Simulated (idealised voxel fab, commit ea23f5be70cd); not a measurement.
The name of this process module is voxel self aligned contacts.
The cross-section shown here is cut; it is 175 nm wide and divided into square cells measuring 5 nm on a side.
We lay out every cross-section as a grid of square cells and spell it out in bands from the top down, where one band means one or more rows of cells.
For a band, the entry starts with two heights in nm, that of the top and then that of the bottom, and carries on with the band's materials in order from left to right, each alongside its width in nm; the word "edge to edge" beside a single material means it fills the band edge to edge, and "empty" means empty space.
The level at which height equals 0 is the one under which the wafer, as it arrives, is entirely one material. No lower edge exists for the bottom band, which continues downward and is notated as in "z 0 and below".
Think of "30 to 40" as a width that walks from the first number to the second as you go down the band, top row to bottom row, taking equal-sized steps from row to row.
"identical to before", as given for a step, is the statement that not any cell of the cross-section underwent a change during that step.
The label "Closed void entries" introduces a list of the empty spaces, 8 cells or larger, that have no open way up to the top; each entry in it reads width x height at distance, where the distance is taken from the left edge and all three are stated in nm.
That trailing text on a step's line, after the settings, is the simulator's own remark on the step.
A step's line can hold "overlay nm"; with a mask on that step, the setting says how far right of the planned place the mask lay, while a negative setting says it lay to the left.
-- These are the steps we planned for the process
| 1 | RECEIVE,material Si |
| 2 | OXIDIZE,depth nm 5 |
| 3 | DIRECTIONAL_DEP,material polySi,thk nm 25 |
| 4 | DIRECTIONAL_DEP,material SiN,thk nm 20 |
| 5 | MASKED_ETCH,tone cover,mask id GATE,width nm 25,pitch nm 65,etch materials SiN,depth nm 20,overlay nm 0 |
| 6 | MASKED_ETCH,tone cover,mask id GATE,width nm 25,pitch nm 65,etch materials polySi,depth nm 25,overlay nm 0 |
| 7 | CONFORMAL_DEP,material SiN,thk nm 10 |
| 8 | DIRECTIONAL_ETCH,etch materials SiN,depth nm 10 |
| 9 | FILL_DEP,material SiO2,thk nm 10 |
| 10 | CMP,height nm 50 |
| 11 | PATTERN,tone open,mask id CONTACT,material resist,width nm 50,thk nm 15,overlay nm 0 |
| 12 | DIRECTIONAL_ETCH,etch materials SiO2,depth nm 55 |
| 13 | STRIP,etch materials resist |
| 14 | CONFORMAL_DEP,material TiN,thk nm 5 |
| 15 | FILL_DEP,material W,thk nm 10 |
| 16 | CMP,height nm 50 |
| 17 | CONFORMAL_DEP,material SiCN,thk nm 5 |
-- Delivered wafer in cross-section: state after step 1
- z 0 and below  Si edge to edge
- Closed void entries: none
-- The module was run from the start shown above using the plan shown above, but one mistake was made doing it; the resulting wafer cross-section is below
- z 55 to 50  SiCN edge to edge
- z 50 to 45  SiO2: 60 / TiN: 20 / W: 10 / TiN: 20 / SiO2: 65
- z 45 to 25  SiO2: 30 / SiN: 45 / TiN: 5 / W: 10 / TiN: 5 / SiN: 45 / SiO2: 35
- z 25 to 15  SiO2: 30 / SiN: 10 / polySi: 25 / SiN: 10 / TiN: 5 / W: 10 / TiN: 5 / SiN: 10 / polySi: 25 / SiN: 10 / SiO2: 35
- z 15 to 10  SiO2: 30 / SiN: 10 / polySi: 25 / SiN: 10 / TiN: 20 / SiN: 10 / polySi: 25 / SiN: 10 / SiO2: 35
- z 10 to 0  polySi edge to edge
- z 0 to -5  SiO2 edge to edge
- z -5 and below  Si edge to edge
- Closed void entries: none
What was the processing mistake? note that step 6 departed from the planned setting and was carried out as MASKED_ETCH,tone cover,mask id GATE,width nm 25,pitch nm 65,etch materials polySi,depth nm 15,overlay nm 0
